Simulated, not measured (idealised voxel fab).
Process module under the name voxel plated lines
Square cell edge 5 nm, section width 175 nm, ID cut.
Notation: cross-section as square-cell grid; stated in bands, top first, going down; one or more cell rows per band.
The band entry comprises the height of the band's top followed by the height of its bottom, expressed in nm, and subsequently the band's materials from left to right, each stated together with its width in nm. Where a single material is marked with the word "all across", that material fills the band from edge to edge. The word "blank" represents empty space.
Where do heights start? At 0: under that level the wafer as delivered is made of one material only. And the lowest band has no floor; it just carries on downward, as in "0 and below".
Graded width ("30->40"): value in top row of band = first number; value in bottom row = second number; row-to-row change constant.
"nothing different" after a step means that no cell of the cross-section changed.
Completely enclosed voids: empty space of 8 cells or more with no open way to the top, each as width x height at its distance from the left edge, in nm
Note: text after step settings on the step line = simulator remark on that step.
overlay nm, on a step with a mask: how far to the right of its planned place the mask lay; to the left if negative

THE STEPS PLANNED FOR THE PROCESS ARE AS FOLLOWS
- 1: RECEIVE, material Si
- 2: CONFORMAL_DEP, material SiO2, thk nm 5
- 3: DIRECTIONAL_DEP, material TiN, thk nm 5
- 4: PATTERN, tone open, mask id LINES, material resist, width nm 15, pitch nm 35, thk nm 20, overlay nm 0
- 5: EPI, material Ru, thk nm 10
- 6: STRIP, etch materials resist
- 7: DIRECTIONAL_ETCH, etch materials TiN, depth nm 5
- 8: CONFORMAL_DEP, material SiCN, thk nm 10

ON THE FIRST OF THE TWO WAFERS: RUN CONDUCTED ACCORDING TO PLAN

CROSS-SECTION OF THE WAFER AT RECEIPT, WHICH IS THE CONDITION AFTER STEP 1
  0 and below: Si all across
  Completely enclosed voids: none

CROSS-SECTION OF THE WAFER SUBSEQUENT TO STEP 2
  5 down to 0: SiO2 all across
  Lower than 0, everything is as it was.

CROSS-SECTION OF THE WAFER SUBSEQUENT TO STEP 3
  10 down to 5: TiN all across
  Lower than 5, everything is as it was.

CROSS-SECTION OF THE WAFER SUBSEQUENT TO STEP 4
  30 down to 10: resist 25; blank 15; resist 20; blank 15; resist 20; blank 15; resist 20; blank 15; resist 30
  Lower than 10, everything is as it was.

CROSS-SECTION OF THE WAFER SUBSEQUENT TO STEP 5
  30 down to 20: resist 25; blank 15; resist 20; blank 15; resist 20; blank 15; resist 20; blank 15; resist 30
  20 down to 10: resist 25; Ru 15; resist 20; Ru 15; resist 20; Ru 15; resist 20; Ru 15; resist 30
  Lower than 10, everything is as it was.

CROSS-SECTION OF THE WAFER SUBSEQUENT TO STEP 6
  20 down to 10: blank 25; Ru 15; blank 20; Ru 15; blank 20; Ru 15; blank 20; Ru 15; blank 30
  Lower than 10, everything is as it was.

CROSS-SECTION OF THE WAFER SUBSEQUENT TO STEP 7
  20 down to 10: blank 25; Ru 15; blank 20; Ru 15; blank 20; Ru 15; blank 20; Ru 15; blank 30
  10 down to 5: blank 25; TiN 15; blank 20; TiN 15; blank 20; TiN 15; blank 20; TiN 15; blank 30
  Lower than 5, everything is as it was.

CROSS-SECTION OF THE WAFER SUBSEQUENT TO STEP 8
  30 down to 20: blank 15; SiCN 140; blank 20
  20 down to 15: blank 15; SiCN 10; Ru 15; SiCN 20; Ru 15; SiCN 20; Ru 15; SiCN 20; Ru 15; SiCN 10; blank 20
  15 down to 10: SiCN 25; Ru 15; SiCN 20; Ru 15; SiCN 20; Ru 15; SiCN 20; Ru 15; SiCN 30
  10 down to 5: SiCN 25; TiN 15; SiCN 20; TiN 15; SiCN 20; TiN 15; SiCN 20; TiN 15; SiCN 30
  Lower than 5, everything is as it was.

SECOND WAFER, SAME STARTING STATE AND PLAN AS THE FIRST, ONE MISTAKE IN THE RUN, IDENTICAL THROUGH STEP 2

WHEN STEP 3 SHOULD HAVE ENDED
  20 down to 5: TiN all across
  Lower than 5, everything is as it was.

WHEN STEP 4 SHOULD HAVE ENDED
  40 down to 20: resist 25; blank 15; resist 20; blank 15; resist 20; blank 15; resist 20; blank 15; resist 30
  Lower than 20, everything is as it was.

WHEN STEP 5 SHOULD HAVE ENDED
  40 down to 30: resist 25; blank 15; resist 20; blank 15; resist 20; blank 15; resist 20; blank 15; resist 30
  30 down to 20: resist 25; Ru 15; resist 20; Ru 15; resist 20; Ru 15; resist 20; Ru 15; resist 30
  Lower than 20, everything is as it was.

WHEN STEP 6 SHOULD HAVE ENDED
  30 down to 20: blank 25; Ru 15; blank 20; Ru 15; blank 20; Ru 15; blank 20; Ru 15; blank 30
  Lower than 20, everything is as it was.

WHEN STEP 7 SHOULD HAVE ENDED
  30 down to 20: blank 25; Ru 15; blank 20; Ru 15; blank 20; Ru 15; blank 20; Ru 15; blank 30
  20 down to 15: blank 25; TiN 15; blank 20; TiN 15; blank 20; TiN 15; blank 20; TiN 15; blank 30
  Lower than 15, everything is as it was.

WHEN STEP 8 SHOULD HAVE ENDED
  40 down to 30: blank 15; SiCN 140; blank 20
  30 down to 25: blank 15; SiCN 10; Ru 15; SiCN 20; Ru 15; SiCN 20; Ru 15; SiCN 20; Ru 15; SiCN 10; blank 20
  25 down to 20: SiCN 25; Ru 15; SiCN 20; Ru 15; SiCN 20; Ru 15; SiCN 20; Ru 15; SiCN 30
  20 down to 15: SiCN 25; TiN 15; SiCN 20; TiN 15; SiCN 20; TiN 15; SiCN 20; TiN 15; SiCN 30
  Lower than 15, everything is as it was.
Processing error: step 3 was processed under conditions differing from the plan, specifically as DIRECTIONAL_DEP, material TiN, thk nm 15
at the end the second wafer has, in cells: 70 more of TiN
